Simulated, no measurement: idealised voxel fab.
Process module name: voxel transistor to metal
The cross-section shown here is cut; it is 285 nm wide and divided into square cells measuring 5 nm on a side.
Notation: cross-section as square-cell grid; stated in bands, top first, going down; one or more cell rows per band. For a band, the entry starts with two heights in nm, that of the top and then that of the bottom, and carries on with the band's materials in order from left to right, each alongside its width in nm; the word "everywhere" beside a single material means it fills the band edge to edge, and "air" means empty space. It should be noted that heights are counted from 0, beneath which the wafer as supplied is of one material throughout, and that the lowest band possesses no lower boundary but continues downward, as written in "0..down". So if you see something like "30->40" for the width, read it as the top row of the band sitting at the first number and the bottom row at the second, with every row in between moving by the same amount as the last. Step marked "identical to before"? Then no cell in the cross-section changed in it. Basically, "Completely enclosed voids" tells you about the enclosed voids: empty spaces with no open way to the top, 8 cells or bigger, each written width x height at distance, where distance is from the left edge, all in nm. Where a step's line continues beyond its settings, the continuation is a remark by the simulator itself on that step. overlay nm, on a step with a mask: how far to the right of its planned place the mask lay; to the left if negative.

Planned step list for the process
1,RECEIVE with material Si
2,OXIDIZE with depth nm 5
3,CONFORMAL_DEP with material SiN, thk nm 10
4,MASKED_ETCH with tone cover, mask id ACTIVE, width nm 100, pitch nm 130, etch materials SiN, depth nm 10, overlay nm 0
5,MASKED_ETCH with tone cover, mask id ACTIVE, width nm 100, pitch nm 130, etch materials SiO2, depth nm 5, overlay nm 0
6,MASKED_ETCH with tone cover, mask id ACTIVE, width nm 100, pitch nm 130, etch materials Si, depth nm 30, overlay nm 0
7,FILL_DEP with material SiO2, thk nm 5
8,CMP with height nm 10
9,SELECTIVE_ETCH with etch materials SiO2, depth nm 5
10,STRIP with etch materials SiN
11,SELECTIVE_ETCH with etch materials SiO2, depth nm 5
12,OXIDIZE with depth nm 5
13,DIRECTIONAL_DEP with material polySi, thk nm 25
14,DIRECTIONAL_DEP with material SiCN, thk nm 15
15,DIRECTIONAL_DEP with material aC, thk nm 15
16,PATTERN with tone cover, mask id GATE, material resist, width nm 20, pitch nm 130, thk nm 35, overlay nm 0
17,DIRECTIONAL_ETCH with etch materials aC, depth nm 15
18,STRIP with etch materials resist
19,DIRECTIONAL_ETCH with etch materials SiCN, depth nm 25
20,DIRECTIONAL_ETCH with etch materials polySi, depth nm 35
21,STRIP with etch materials aC
22,CONFORMAL_DEP with material SiO2, thk nm 5
23,DIRECTIONAL_ETCH with etch materials SiO2, depth nm 5
24,CONFORMAL_DEP with material SiN, thk nm 10
25,DIRECTIONAL_ETCH with etch materials SiN, depth nm 5
26,DIRECTIONAL_ETCH with etch materials SiO2, depth nm 5
27,EPI with material pSi, thk nm 5
28,FILL_DEP with material SiO2, thk nm 10
29,CMP with height nm 35
30,DIRECTIONAL_DEP with material SiO2, thk nm 15
31,PATTERN with tone open, mask id CONTACT, material resist, width nm 15, pitch nm 65, thk nm 20, overlay nm 0
32,DIRECTIONAL_ETCH with etch materials SiO2, depth nm 55
33,STRIP with etch materials resist
34,CONFORMAL_DEP with material TiN, thk nm 5
35,FILL_DEP with material Ru, thk nm 5
36,CMP with height nm 50
37,CONFORMAL_DEP with material SiCN, thk nm 5
38,DIRECTIONAL_DEP with material lowk, thk nm 20
39,PATTERN with tone open, mask id METAL_1, material resist, width nm 15, pitch nm 65, thk nm 15, overlay nm 0
40,DIRECTIONAL_ETCH with etch materials lowk, depth nm 20
41,DIRECTIONAL_ETCH with etch materials SiCN, depth nm 5
42,STRIP with etch materials resist
43,CONFORMAL_DEP with material TiN, thk nm 5
44,FILL_DEP with material W, thk nm 10
45,CMP with height nm 75
46,EPI with material Ru, thk nm 5
47,FILL_DEP with material SiCN, thk nm 5
Same starting wafers, different depth nm at step 25. Plan value belongs to the first wafer.

Cross-section of the first of several wafers on receipt, reflecting completion of step 1
0..down: Si everywhere
Completely enclosed voids: none

After the module's final step, step 47: the first of several wafers in cross-section
85..80: SiCN everywhere
80..75: SiCN (30); Ru (25); SiCN (40); Ru (25); SiCN (40); Ru (25); SiCN (40); Ru (25); SiCN (35)
75..55: lowk (35); TiN (5); W (5); TiN (5); lowk (50); TiN (5); W (5); TiN (5); lowk (50); TiN (5); W (5); TiN (5); lowk (50); TiN (5); W (5); TiN (5); lowk (40)
55..50: SiCN (35); TiN (15); SiCN (50); TiN (15); SiCN (50); TiN (15); SiCN (50); TiN (15); SiCN (40)
50..35: SiO2 (35); TiN (5); Ru (5); TiN (5); SiO2 (50); TiN (5); Ru (5); TiN (5); SiO2 (50); TiN (5); Ru (5); TiN (5); SiO2 (50); TiN (5); Ru (5); TiN (5); SiO2 (40)
35..20: SiO2 (35); TiN (5); Ru (5); TiN (5); SiN (10); SiO2 (5); SiCN (20); SiO2 (5); SiN (10); TiN (5); Ru (5); TiN (5); SiO2 (50); TiN (5); Ru (5); TiN (5); SiN (10); SiO2 (5); SiCN (20); SiO2 (5); SiN (10); TiN (5); Ru (5); TiN (5); SiO2 (40)
20..5: SiO2 (35); TiN (5); Ru (5); TiN (5); SiN (10); SiO2 (5); polySi (20); SiO2 (5); SiN (10); TiN (5); Ru (5); TiN (5); SiO2 (50); TiN (5); Ru (5); TiN (5); SiN (10); SiO2 (5); polySi (20); SiO2 (5); SiN (10); TiN (5); Ru (5); TiN (5); SiO2 (40)
5..0: SiN (35); TiN (15); SiN (10); SiO2 (5); polySi (20); SiO2 (5); SiN (10); TiN (15); SiN (50); TiN (15); SiN (10); SiO2 (5); polySi (20); SiO2 (5); SiN (10); TiN (15); SiN (40)
0..-5: SiO2 (25); SiN (35); SiO2 (5); polySi (20); SiO2 (5); SiN (35); SiO2 (30); SiN (35); SiO2 (5); polySi (20); SiO2 (5); SiN (35); SiO2 (30)
-5..-10: SiO2 everywhere
-10..-35: SiO2 (25); Si (100); SiO2 (30); Si (100); SiO2 (30)
-35..down: Si everywhere
Completely enclosed voids: none

Last-wafer cross-section at the end of the module
85..80: SiCN everywhere
80..75: SiCN (30); Ru (25); SiCN (40); Ru (25); SiCN (40); Ru (25); SiCN (40); Ru (25); SiCN (35)
75..55: lowk (35); TiN (5); W (5); TiN (5); lowk (50); TiN (5); W (5); TiN (5); lowk (50); TiN (5); W (5); TiN (5); lowk (50); TiN (5); W (5); TiN (5); lowk (40)
55..50: SiCN (35); TiN (15); SiCN (50); TiN (15); SiCN (50); TiN (15); SiCN (50); TiN (15); SiCN (40)
50..35: SiO2 (35); TiN (5); Ru (5); TiN (5); SiO2 (50); TiN (5); Ru (5); TiN (5); SiO2 (50); TiN (5); Ru (5); TiN (5); SiO2 (50); TiN (5); Ru (5); TiN (5); SiO2 (40)
35..20: SiO2 (35); TiN (5); Ru (5); TiN (5); SiO2 (15); SiCN (20); SiO2 (15); TiN (5); Ru (5); TiN (5); SiO2 (50); TiN (5); Ru (5); TiN (5); SiO2 (15); SiCN (20); SiO2 (15); TiN (5); Ru (5); TiN (5); SiO2 (40)
20..0: SiO2 (35); TiN (5); Ru (5); TiN (5); SiN (10); SiO2 (5); polySi (20); SiO2 (5); SiN (10); TiN (5); Ru (5); TiN (5); SiO2 (50); TiN (5); Ru (5); TiN (5); SiN (10); SiO2 (5); polySi (20); SiO2 (5); SiN (10); TiN (5); Ru (5); TiN (5); SiO2 (40)
0..-5: SiO2 (35); TiN (15); SiN (10); SiO2 (5); polySi (20); SiO2 (5); SiN (10); TiN (15); SiO2 (50); TiN (15); SiN (10); SiO2 (5); polySi (20); SiO2 (5); SiN (10); TiN (15); SiO2 (40)
-5..-10: SiO2 (25); pSi (25); SiO2 (50); pSi (25); SiO2 (30); pSi (25); SiO2 (50); pSi (25); SiO2 (30)
-10..-35: SiO2 (25); Si (100); SiO2 (30); Si (100); SiO2 (30)
-35..down: Si everywhere
Completely enclosed voids: none

Below: a row per wafer. Contents at end of module: for every material, cells gained since receipt (+) or lost since receipt (-); then closed voids
depth nm 5; +56 Ru; -199 Si; +163 SiCN; +109 SiN; +476 SiO2; +128 TiN; +16 W; +180 lowk; +40 polySi; Completely enclosed voids: none
depth nm 10; +60 Ru; -199 Si; +163 SiCN; +72 SiN; +489 SiO2; +136 TiN; +16 W; +180 lowk; +12 pSi; +40 polySi; Completely enclosed voids: none
depth nm 15; +60 Ru; -199 Si; +163 SiCN; +56 SiN; +497 SiO2; +136 TiN; +16 W; +180 lowk; +20 pSi; +40 polySi; Completely enclosed voids: none
depth nm 20; +60 Ru; -199 Si; +163 SiCN; +48 SiN; +505 SiO2; +136 TiN; +16 W; +180 lowk; +20 pSi; +40 polySi; Completely enclosed voids: none
depth nm 25; +60 Ru; -199 Si; +163 SiCN; +40 SiN; +513 SiO2; +136 TiN; +16 W; +180 lowk; +20 pSi; +40 polySi; Completely enclosed voids: none
